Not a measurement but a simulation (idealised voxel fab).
Process module under the name voxel capacitor over wiring
cross-section cut | 220 nm wide | cells 5 nm
In what follows, cross-sections appear as grids of square cells, described through bands that run from the top down, where every band is one or more rows of cells. In this notation a band is specified by the heights of its top and bottom, in that order and in nm, after which its materials appear from left to right, each paired with its width in nm. The word "throughout" attached to a single material means that material fills the band from edge to edge; the word "blank" stands for empty space. All heights in this document are referenced to 0, defined as the level beneath which the wafer, as received, consists entirely of one material. The lowest band is not bounded below; it extends indefinitely downward and is written in the form "0 nm and below". The expression "30 to 40" gives the width at the extremes of the band, the first number at its top row of cells and the second at its bottom row, with the width changing by equal amounts from each row to the next in between. "no modification", as given for a step, is the statement that not any cell of the cross-section underwent a change during that step. Empty spaces counting at least 8 cells and having no open way to the top are listed in "Closed-off voids". The notation width x height at distance is used for each, the distance being from the left edge and all three values in nm. Past the settings on a step's line: simulator remark, on that step. Each step line may optionally specify "overlay nm", which for a step with a mask gives the rightward distance between the mask's planned place and where it lay, a negative value indicating the leftward direction.
Plan:
1. op RECEIVE | material Si
2. op CONFORMAL_DEP | material SiO2 | thk nm 10
3. op CONFORMAL_DEP | material SiCN | thk nm 5
4. op DIRECTIONAL_DEP | material lowk | thk nm 20
5. op DIRECTIONAL_DEP | material aC | thk nm 15
6. op PATTERN | tone open | mask id METAL_1 | material resist | width nm 30 | pitch nm 90 | thk nm 30 | overlay nm 0
7. op DIRECTIONAL_ETCH | etch materials aC | depth nm 15
8. op STRIP | etch materials resist
9. op DIRECTIONAL_ETCH | etch materials lowk | depth nm 20
10. op DIRECTIONAL_ETCH | etch materials SiCN | depth nm 5
11. op STRIP | etch materials aC
12. op CONFORMAL_DEP | material TiN | thk nm 5
13. op FILL_DEP | material Cu | thk nm 10
14. op CMP | height nm 35
15. op CONFORMAL_DEP | material SiCN | thk nm 5
16. op DIRECTIONAL_DEP | material lowk | thk nm 10
17. op PATTERN | tone open | mask id PLUG_1 | material resist | width nm 15 | thk nm 15 | overlay nm 0
18. op DIRECTIONAL_ETCH | etch materials lowk | depth nm 10
19. op DIRECTIONAL_ETCH | etch materials SiCN | depth nm 5
20. op STRIP | etch materials resist
21. op CONFORMAL_DEP | material TiN | thk nm 5
22. op FILL_DEP | material Ru | thk nm 5
23. op CMP | height nm 50
24. op DIRECTIONAL_DEP | material TiN | thk nm 10
25. op DIRECTIONAL_DEP | material SiN | thk nm 5
26. op DIRECTIONAL_DEP | material TiN | thk nm 10
27. op DIRECTIONAL_DEP | material aC | thk nm 15
28. op PATTERN | tone cover | mask id UPPER_PLATE | material resist | width nm 65 | thk nm 35 | overlay nm 0
29. op DIRECTIONAL_ETCH | etch materials aC | depth nm 15
30. op STRIP | etch materials resist
31. op DIRECTIONAL_ETCH | etch materials TiN | depth nm 10
32. op DIRECTIONAL_ETCH | etch materials SiN | depth nm 5
33. op STRIP | etch materials aC
34. op PATTERN | tone cover | mask id LOWER_PLATE | material resist | width nm 75 | thk nm 20 | overlay nm 0
35. op DIRECTIONAL_ETCH | etch materials TiN | depth nm 10
36. op STRIP | etch materials resist
37. op FILL_DEP | material SiO2 | thk nm 15
38. op CMP | height nm 85
39. op DIRECTIONAL_DEP | material aC | thk nm 15
40. op PATTERN | tone open | mask id PLUG_2 | material resist | width nm 15 | thk nm 30 | overlay nm 0
41. op DIRECTIONAL_ETCH | etch materials aC | depth nm 15
42. op STRIP | etch materials resist
43. op DIRECTIONAL_ETCH | etch materials SiO2 | depth nm 10
44. op STRIP | etch materials aC
45. op CONFORMAL_DEP | material TiN | thk nm 5
46. op FILL_DEP | material Ru | thk nm 10
47. op CMP | height nm 85
48. op CONFORMAL_DEP | material SiN | thk nm 5
Wafer-to-wafer difference: width nm, step 17. Common start. Plan = first wafer's value.
As-received cross-section, first of several wafers, post step 1:
> 0 nm and below | Si throughout
> Closed-off voids: none
Here's the first of several wafers in cross-section, end of the module, after the last step, step 48:
> 90 nm to 85 nm | SiN throughout
> 85 nm to 80 nm | SiO2 75 nm; TiN 5 nm; Ru 5 nm; TiN 5 nm; SiO2 130 nm
> 80 nm to 75 nm | SiO2 75 nm; TiN 15 nm; SiO2 130 nm
> 75 nm to 65 nm | SiO2 65 nm; TiN 65 nm; SiO2 90 nm
> 65 nm to 60 nm | SiO2 65 nm; SiN 65 nm; SiO2 90 nm
> 60 nm to 50 nm | SiO2 60 nm; TiN 75 nm; SiO2 85 nm
> 50 nm to 40 nm | lowk 65 nm; TiN 5 nm; Ru 5 nm; TiN 5 nm; lowk 140 nm
> 40 nm to 35 nm | SiCN 65 nm; TiN 15 nm; SiCN 140 nm
> 35 nm to 15 nm | lowk 50 nm; TiN 5 nm; Cu 20 nm; TiN 5 nm; lowk 60 nm; TiN 5 nm; Cu 20 nm; TiN 5 nm; lowk 50 nm
> 15 nm to 10 nm | SiCN 50 nm; TiN 30 nm; SiCN 60 nm; TiN 30 nm; SiCN 50 nm
> 10 nm to 0 nm | SiO2 throughout
> 0 nm and below | Si throughout
> Closed-off voids: none
Wafer cross-section (last wafer, module end):
> 90 nm to 85 nm | SiN throughout
> 85 nm to 80 nm | SiO2 75 nm; TiN 5 nm; Ru 5 nm; TiN 5 nm; SiO2 130 nm
> 80 nm to 75 nm | SiO2 75 nm; TiN 15 nm; SiO2 130 nm
> 75 nm to 65 nm | SiO2 65 nm; TiN 65 nm; SiO2 90 nm
> 65 nm to 60 nm | SiO2 65 nm; SiN 65 nm; SiO2 90 nm
> 60 nm to 50 nm | SiO2 60 nm; TiN 75 nm; SiO2 85 nm
> 50 nm to 40 nm | lowk 60 nm; TiN 5 nm; Ru 20 nm; TiN 5 nm; lowk 130 nm
> 40 nm to 35 nm | SiCN 60 nm; TiN 30 nm; SiCN 130 nm
> 35 nm to 15 nm | lowk 50 nm; TiN 5 nm; Cu 20 nm; TiN 5 nm; lowk 60 nm; TiN 5 nm; Cu 20 nm; TiN 5 nm; lowk 50 nm
> 15 nm to 10 nm | SiCN 50 nm; TiN 30 nm; SiCN 60 nm; TiN 30 nm; SiCN 50 nm
> 10 nm to 0 nm | SiO2 throughout
> 0 nm and below | Si throughout
> Closed-off voids: none
Table: wafers, a row each; end-of-module cell change per material since receipt, gain (+), loss (-); then closed voids:
width nm 15, +32 Cu, +3 Ru, +73 SiCN, +57 SiN, +321 SiO2, +96 TiN, +210 lowk, Closed-off voids: none
width nm 20, +32 Cu, +5 Ru, +72 SiCN, +57 SiN, +321 SiO2, +97 TiN, +208 lowk, Closed-off voids: none
width nm 25, +32 Cu, +7 Ru, +71 SiCN, +57 SiN, +321 SiO2, +98 TiN, +206 lowk, Closed-off voids: none
width nm 30, +32 Cu, +9 Ru, +70 SiCN, +57 SiN, +321 SiO2, +99 TiN, +204 lowk, Closed-off voids: none
